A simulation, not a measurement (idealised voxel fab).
Process module name: voxel released beams
It is cross-section cut that appears here, measuring 210 nm in width, its square cells being 5 nm in size.
Cross-section layout: square cells on a grid; listed as bands, top to bottom; a band spans one or more cell rows. A band entry consists of two parts. The first gives the height of the band's top and the height of its bottom, in nm. The rest lists the band's materials from left to right, each with its width in nm. A single material labelled with the word "edge to edge" fills the band from edge to edge, and the word "blank" marks empty space. Height is counted from the level 0, under which the received wafer is composed throughout of one material. The lowest of the bands is not closed at the bottom but continues downward, in the notation "0 down". The width entry "30 to 40" should be interpreted row by row: the top row of cells in the band takes the first number, the bottom row takes the second number, and the change between adjacent rows is uniform throughout. Key: "no modifications" - step with no changed cell in the cross-section. Enclosed voids (no open way to top), threshold 8 cells or more, entry "Unvented voids", notation width x height at distance, distance from left edge, nm. Past the settings on a step's line: simulator remark, on that step. "overlay nm", when on a step's line for a step with a mask, measures how far to the right of its planned place the mask lay; a negative measure means to the left.
**Intended process steps**
1,RECEIVE [material Si]
2,CONFORMAL_DEP [material Al2O3] [thk nm 5]
3,DIRECTIONAL_DEP [material SiO2] [thk nm 20]
4,MASKED_ETCH [tone open] [mask id ANCHOR] [width nm 40] [etch materials SiO2] [depth nm 20] [overlay nm 0]
5,CONFORMAL_DEP [material W] [thk nm 15]
6,PATTERN [tone cover] [mask id BEAM] [material resist] [width nm 105] [thk nm 15] [overlay nm 0]
7,DIRECTIONAL_ETCH [etch materials W] [depth nm 15]
8,STRIP [etch materials resist]
9,STRIP [etch materials SiO2]
**Wafer at receipt (post step 1), cross-section**
0 down | Si edge to edge
Unvented voids: none
**Module complete, cross-section. Starting point and plan per above. One mistake made in running the module**
35 to 20 | 50 of blank, 20 of W, 10 of blank, 75 of W, 55 of blank
20 to 15 | 55 of blank, 15 of W, 10 of blank, 15 of W, 115 of blank
15 to 0 | 55 of blank, 40 of W, 115 of blank
0 down | Si edge to edge
Unvented voids: none
Misprocessing identified: step 2 of the plan was bypassed and not carried out
